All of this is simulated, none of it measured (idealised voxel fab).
Herein follows the process module entitled voxel self aligned contacts.
We display cut, a cross-section 300 nm in width whose square cells are each 5 nm.
Think of the cross-section as a grid of square cells. We describe it in bands, top to bottom, and each band covers one or more rows of those cells.
Look at the band entry: it leads with the top's height and the bottom's height in nm. Then it lists the materials left to right, with a width in nm for each. The word "edge to edge" on a single material says that material fills the band edge to edge. The word "blank" is empty space.
For the purposes of this specification, 0 denotes the height below which the wafer in its as-received condition is composed wholly of one material, and the lowermost band, lacking a lower limit, extends downward without end, as expressed in "0 down".
When a width is written as two numbers, as in "30..40", the first number is the width in the top row of cells of the band and the second is the width in its bottom row, and the width changes by the same amount from each row to the next.
Where the words "nothing was modified" appear for a step, the cross-section shows no cell changed by that step; every cell remained as before.
Entry "Trapped voids" = empty spaces >= 8 cells with no open way to the top; each as width x height at distance, distance from left edge, all nm.
Read whatever lies past the settings on a step's line as the simulator's own remark about the step.
You can add "overlay nm" to a step's line. For a step with a mask, it describes how far the mask lay to the right of its planned position, and a negative number describes a lay to the left.
Steps in the process plan:
1) RECEIVE (material Si)
2) OXIDIZE (depth nm 5)
3) DIRECTIONAL_DEP (material polySi; thk nm 25)
4) DIRECTIONAL_DEP (material SiN; thk nm 25)
5) PATTERN (tone cover; mask id GATE; material resist; width nm 25; pitch nm 65; thk nm 15; overlay nm 0)
6) DIRECTIONAL_ETCH (etch materials SiN; depth nm 25)
7) DIRECTIONAL_ETCH (etch materials polySi; depth nm 25)
8) STRIP (etch materials resist)
9) CONFORMAL_DEP (material SiN; thk nm 10)
10) DIRECTIONAL_ETCH (etch materials SiN; depth nm 10)
11) FILL_DEP (material SiO2; thk nm 15)
12) CMP (height nm 60)
13) MASKED_ETCH (tone open; mask id CONTACT; width nm 50; etch materials SiO2; depth nm 65; overlay nm 0)
14) CONFORMAL_DEP (material TiN; thk nm 5)
15) FILL_DEP (material Ru; thk nm 5)
16) CMP (height nm 60)
17) CONFORMAL_DEP (material SiCN; thk nm 5)
First of two wafers, with the run carried out as planned:
Cross-section: wafer on arrival = after step 1:
  0 down: Si edge to edge
  Trapped voids: none
The following cross-section depicts the wafer upon completion of step 2:
  0 to -5: SiO2 edge to edge
  For the remainder of the cross-section, below -5, there is no change.
The following cross-section depicts the wafer upon completion of step 3:
  25 to 0: polySi edge to edge
  For the remainder of the cross-section, below 0, there is no change.
The following cross-section depicts the wafer upon completion of step 4:
  50 to 25: SiN edge to edge
  For the remainder of the cross-section, below 25, there is no change.
The following cross-section depicts the wafer upon completion of step 5:
  65 to 50: blank 105 nm | resist 25 nm | blank 40 nm | resist 25 nm | blank 105 nm
  For the remainder of the cross-section, below 50, there is no change.
The following cross-section depicts the wafer upon completion of step 6:
  65 to 50: blank 105 nm | resist 25 nm | blank 40 nm | resist 25 nm | blank 105 nm
  50 to 25: blank 105 nm | SiN 25 nm | blank 40 nm | SiN 25 nm | blank 105 nm
  For the remainder of the cross-section, below 25, there is no change.
The following cross-section depicts the wafer upon completion of step 7:
  65 to 50: blank 105 nm | resist 25 nm | blank 40 nm | resist 25 nm | blank 105 nm
  50 to 25: blank 105 nm | SiN 25 nm | blank 40 nm | SiN 25 nm | blank 105 nm
  25 to 0: blank 105 nm | polySi 25 nm | blank 40 nm | polySi 25 nm | blank 105 nm
  For the remainder of the cross-section, below 0, there is no change.
The following cross-section depicts the wafer upon completion of step 8:
  50 to 25: blank 105 nm | SiN 25 nm | blank 40 nm | SiN 25 nm | blank 105 nm
  For the remainder of the cross-section, below 25, there is no change.
The following cross-section depicts the wafer upon completion of step 9:
  60 to 25: blank 95 nm | SiN 45 nm | blank 20 nm | SiN 45 nm | blank 95 nm
  25 to 10: blank 95 nm | SiN 10 nm | polySi 25 nm | SiN 10 nm | blank 20 nm | SiN 10 nm | polySi 25 nm | SiN 10 nm | blank 95 nm
  10 to 0: SiN 105 nm | polySi 25 nm | SiN 40 nm | polySi 25 nm | SiN 105 nm
  For the remainder of the cross-section, below 0, there is no change.
The following cross-section depicts the wafer upon completion of step 10:
  50 to 25: blank 95 nm | SiN 45 nm | blank 20 nm | SiN 45 nm | blank 95 nm
  25 to 0: blank 95 nm | SiN 10 nm | polySi 25 nm | SiN 10 nm | blank 20 nm | SiN 10 nm | polySi 25 nm | SiN 10 nm | blank 95 nm
  For the remainder of the cross-section, below 0, there is no change.
The following cross-section depicts the wafer upon completion of step 11:
  65 to 50: SiO2 edge to edge
  50 to 25: SiO2 95 nm | SiN 45 nm | SiO2 20 nm | SiN 45 nm | SiO2 95 nm
  25 to 0: SiO2 95 nm | SiN 10 nm | polySi 25 nm | SiN 10 nm | SiO2 20 nm | SiN 10 nm | polySi 25 nm | SiN 10 nm | SiO2 95 nm
  For the remainder of the cross-section, below 0, there is no change.
The following cross-section depicts the wafer upon completion of step 12:
  60 to 50: SiO2 edge to edge
  For the remainder of the cross-section, below 50, there is no change.
The following cross-section depicts the wafer upon completion of step 13:
  60 to 50: SiO2 125 nm | blank 50 nm | SiO2 125 nm
  50 to 25: SiO2 95 nm | SiN 45 nm | blank 20 nm | SiN 45 nm | SiO2 95 nm
  25 to 0: SiO2 95 nm | SiN 10 nm | polySi 25 nm | SiN 10 nm | blank 20 nm | SiN 10 nm | polySi 25 nm | SiN 10 nm | SiO2 95 nm
  0 to -5: SiO2 140 nm | blank 20 nm | SiO2 140 nm
  For the remainder of the cross-section, below -5, there is no change.
The following cross-section depicts the wafer upon completion of step 14:
  65 to 60: TiN 130 nm | blank 40 nm | TiN 130 nm
  60 to 50: SiO2 125 nm | TiN 5..20 nm | blank 40..10 nm | TiN 5..20 nm | SiO2 125 nm
  50 to 25: SiO2 95 nm | SiN 45 nm | TiN 5 nm | blank 10 nm | TiN 5 nm | SiN 45 nm | SiO2 95 nm
  25 to 0: SiO2 95 nm | SiN 10 nm | polySi 25 nm | SiN 10 nm | TiN 5 nm | blank 10 nm | TiN 5 nm | SiN 10 nm | polySi 25 nm | SiN 10 nm | SiO2 95 nm
  0 to -5: SiO2 140 nm | TiN 20 nm | SiO2 140 nm
  For the remainder of the cross-section, below -5, there is no change.
The following cross-section depicts the wafer upon completion of step 15:
  70 to 65: Ru edge to edge
  65 to 60: TiN 130 nm | Ru 40 nm | TiN 130 nm
  60 to 50: SiO2 125 nm | TiN 5..20 nm | Ru 40..10 nm | TiN 5..20 nm | SiO2 125 nm
  50 to 25: SiO2 95 nm | SiN 45 nm | TiN 5 nm | Ru 10 nm | TiN 5 nm | SiN 45 nm | SiO2 95 nm
  25 to 0: SiO2 95 nm | SiN 10 nm | polySi 25 nm | SiN 10 nm | TiN 5 nm | Ru 10 nm | TiN 5 nm | SiN 10 nm | polySi 25 nm | SiN 10 nm | SiO2 95 nm
  For the remainder of the cross-section, below 0, there is no change.
The following cross-section depicts the wafer upon completion of step 16:
  60 to 50: SiO2 125 nm | TiN 5..20 nm | Ru 40..10 nm | TiN 5..20 nm | SiO2 125 nm
  For the remainder of the cross-section, below 50, there is no change.
The following cross-section depicts the wafer upon completion of step 17:
  65 to 60: SiCN edge to edge
  For the remainder of the cross-section, below 60, there is no change.
What follows concerns the second wafer, which started out like the first and was meant to follow the very same plan; one mistake crept in when it was run, but everything up to and including step 4 is the same as for the first wafer:
Cross-sectional representation of the second wafer at the time designated in the plan for the completion of step 5:
  65 to 50: resist 105 nm | blank 25 nm | resist 40 nm | blank 25 nm | resist 105 nm
  For the remainder of the cross-section, below 50, there is no change.
Cross-sectional representation of the second wafer at the time designated in the plan for the completion of step 6:
  65 to 50: resist 105 nm | blank 25 nm | resist 40 nm | blank 25 nm | resist 105 nm
  50 to 25: SiN 105 nm | blank 25 nm | SiN 40 nm | blank 25 nm | SiN 105 nm
  For the remainder of the cross-section, below 25, there is no change.
Cross-sectional representation of the second wafer at the time designated in the plan for the completion of step 7:
  65 to 50: resist 105 nm | blank 25 nm | resist 40 nm | blank 25 nm | resist 105 nm
  50 to 25: SiN 105 nm | blank 25 nm | SiN 40 nm | blank 25 nm | SiN 105 nm
  25 to 0: polySi 105 nm | blank 25 nm | polySi 40 nm | blank 25 nm | polySi 105 nm
  For the remainder of the cross-section, below 0, there is no change.
Cross-sectional representation of the second wafer at the time designated in the plan for the completion of step 8:
  50 to 25: SiN 105 nm | blank 25 nm | SiN 40 nm | blank 25 nm | SiN 105 nm
  For the remainder of the cross-section, below 25, there is no change.
Cross-sectional representation of the second wafer at the time designated in the plan for the completion of step 9:
  60 to 25: SiN 115 nm | blank 5 nm | SiN 60 nm | blank 5 nm | SiN 115 nm
  25 to 10: polySi 105 nm | SiN 10 nm | blank 5 nm | SiN 10 nm | polySi 40 nm | SiN 10 nm | blank 5 nm | SiN 10 nm | polySi 105 nm
  10 to 0: polySi 105 nm | SiN 25 nm | polySi 40 nm | SiN 25 nm | polySi 105 nm
  For the remainder of the cross-section, below 0, there is no change.
Cross-sectional representation of the second wafer at the time designated in the plan for the completion of step 10:
  50 to 25: SiN 115 nm | blank 5 nm | SiN 60 nm | blank 5 nm | SiN 115 nm
  25 to 0: polySi 105 nm | SiN 10 nm | blank 5 nm | SiN 10 nm | polySi 40 nm | SiN 10 nm | blank 5 nm | SiN 10 nm | polySi 105 nm
  For the remainder of the cross-section, below 0, there is no change.
Cross-sectional representation of the second wafer at the time designated in the plan for the completion of step 11:
  65 to 50: SiO2 edge to edge
  50 to 25: SiN 115 nm | SiO2 5 nm | SiN 60 nm | SiO2 5 nm | SiN 115 nm
  25 to 0: polySi 105 nm | SiN 10 nm | SiO2 5 nm | SiN 10 nm | polySi 40 nm | SiN 10 nm | SiO2 5 nm | SiN 10 nm | polySi 105 nm
  For the remainder of the cross-section, below 0, there is no change.
Cross-sectional representation of the second wafer at the time designated in the plan for the completion of step 12:
  60 to 50: SiO2 edge to edge
  For the remainder of the cross-section, below 50, there is no change.
Cross-sectional representation of the second wafer at the time designated in the plan for the completion of step 13:
  60 to 50: SiO2 125 nm | blank 50 nm | SiO2 125 nm
  For the remainder of the cross-section, below 50, there is no change.
Cross-sectional representation of the second wafer at the time designated in the plan for the completion of step 14:
  65 to 60: TiN 130 nm | blank 40 nm | TiN 130 nm
  60 to 55: SiO2 125 nm | TiN 5 nm | blank 40 nm | TiN 5 nm | SiO2 125 nm
  55 to 50: SiO2 125 nm | TiN 50 nm | SiO2 125 nm
  For the remainder of the cross-section, below 50, there is no change.
Cross-sectional representation of the second wafer at the time designated in the plan for the completion of step 15:
  70 to 65: Ru edge to edge
  65 to 60: TiN 130 nm | Ru 40 nm | TiN 130 nm
  60 to 55: SiO2 125 nm | TiN 5 nm | Ru 40 nm | TiN 5 nm | SiO2 125 nm
  For the remainder of the cross-section, below 55, there is no change.
Cross-sectional representation of the second wafer at the time designated in the plan for the completion of step 16:
  60 to 55: SiO2 125 nm | TiN 5 nm | Ru 40 nm | TiN 5 nm | SiO2 125 nm
  For the remainder of the cross-section, below 55, there is no change.
Cross-sectional representation of the second wafer at the time designated in the plan for the completion of step 17:
  65 to 60: SiCN edge to edge
  For the remainder of the cross-section, below 60, there is no change.
Processing error: step 5 was run on a setting that differed from the plan, and what really ran there is PATTERN (tone open; mask id GATE; material resist; width nm 25; pitch nm 65; thk nm 15; overlay nm 0)
At the finish, the second wafer shows more or fewer cells for some materials than the first does: Ru -22; SiN +200; SiO2 -356; TiN -22; polySi +200
